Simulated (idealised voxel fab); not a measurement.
You're looking at the process module voxel capacitor over wiring.
Shown is cross-section cut, with a width of 245 nm and square cells of size 5 nm.
Bands, listed from the top down, are how a cross-section gets written in this document; the cross-section itself is a grid of square cells, and a band is one or more rows of them.
Band entry format. Leading values: height of top, height of bottom, nm. Remainder: materials in left-to-right order, each with its width in nm. Special words: "throughout" on a single material, which then fills the band edge to edge; "air", empty space.
Beneath 0, the wafer as received is one material, and that level is where height counting begins. The lowest band goes on downward without a bottom; it is written like "top 0, no bottom".
Note: "30->40" means the width goes from the first number (top row of the band) to the second number (bottom row) in equal steps per row of cells.
The cross-section has no changed cell in any step marked "remained unchanged".
Entry "Voids, sealed" = empty spaces >= 8 cells with no open way to the top; each as width x height at distance, distance from left edge, all nm.
Read whatever lies past the settings on a step's line as the simulator's own remark about the step.
overlay nm: for a step with a mask, the amount by which the mask lay right of where it was planned; a negative amount means left of it.
# Set out below are the planned steps of the process
1: RECEIVE: material Si
2: CONFORMAL_DEP: material SiO2, thk nm 15
3: DIRECTIONAL_DEP: material TiN, thk nm 5
4: DIRECTIONAL_DEP: material W, thk nm 15
5: MASKED_ETCH: tone cover, mask id METAL_1, width nm 20, pitch nm 85, etch materials W, depth nm 15, overlay nm 0
6: MASKED_ETCH: tone cover, mask id METAL_1, width nm 20, pitch nm 85, etch materials TiN, depth nm 5, overlay nm 0
7: CONFORMAL_DEP: material SiN, thk nm 5
8: FILL_DEP: material lowk, thk nm 10
9: CMP: height nm 35
10: CONFORMAL_DEP: material SiCN, thk nm 5
11: DIRECTIONAL_DEP: material lowk, thk nm 20
12: MASKED_ETCH: tone open, mask id PLUG_1, width nm 15, etch materials lowk, depth nm 20, overlay nm 0
13: MASKED_ETCH: tone open, mask id PLUG_1, width nm 15, etch materials SiCN, depth nm 5, overlay nm 0
14: EPI: material Ru, thk nm 10
15: EPI: material Ru, thk nm 10
16: EPI: material Ru, thk nm 5
17: DIRECTIONAL_DEP: material TiN, thk nm 5
18: DIRECTIONAL_DEP: material Al2O3, thk nm 5
19: DIRECTIONAL_DEP: material TiN, thk nm 5
20: PATTERN: tone cover, mask id UPPER_PLATE, material resist, width nm 70, thk nm 15, overlay nm 0
21: DIRECTIONAL_ETCH: etch materials TiN, depth nm 5
22: DIRECTIONAL_ETCH: etch materials Al2O3, depth nm 5
23: STRIP: etch materials resist
24: PATTERN: tone cover, mask id LOWER_PLATE, material resist, width nm 80, thk nm 20, overlay nm 0
25: DIRECTIONAL_ETCH: etch materials TiN, depth nm 5
26: STRIP: etch materials resist
27: FILL_DEP: material SiO2, thk nm 20
28: CMP: height nm 90
29: MASKED_ETCH: tone open, mask id PLUG_2, width nm 15, etch materials SiO2, depth nm 15, overlay nm 0
30: CONFORMAL_DEP: material TiN, thk nm 5
31: FILL_DEP: material Ru, thk nm 10
32: CMP: height nm 90
33: CONFORMAL_DEP: material SiN, thk nm 5
# Step 1 complete: cross-section of the wafer as received
- top 0, no bottom | Si throughout
- Voids, sealed: none
# Cross-section, end of module. Start: as above. Plan: as above. Execution: one mistake
- top 95, bottom 90 | SiN throughout
- top 90, bottom 80 | Ru (80); TiN (5); SiO2 (15); TiN (5); Ru (140)
- top 80, bottom 75 | TiN (85); SiO2 (15); TiN (145)
- top 75, bottom 70 | SiO2 (75); TiN (70); SiO2 (100)
- top 70, bottom 65 | SiO2 (75); Al2O3 (70); SiO2 (100)
- top 65, bottom 60 | SiO2 (70); TiN (80); SiO2 (95)
- top 60, bottom 40 | lowk (75); Ru (15); lowk (155)
- top 40, bottom 35 | SiCN (75); Ru (15); SiCN (155)
- top 35, bottom 20 | lowk (65); SiN (5); W (20); SiN (5); lowk (55); SiN (5); W (20); SiN (5); lowk (65)
- top 20, bottom 15 | SiN (70); TiN (20); SiN (65); TiN (20); SiN (70)
- top 15, bottom 0 | SiO2 throughout
- top 0, no bottom | Si throughout
- Voids, sealed: none
Against the plan, the run slipped here: not per plan at step 29, really ran MASKED_ETCH: tone cover, mask id PLUG_2, width nm 15, etch materials SiO2, depth nm 15, overlay nm 0
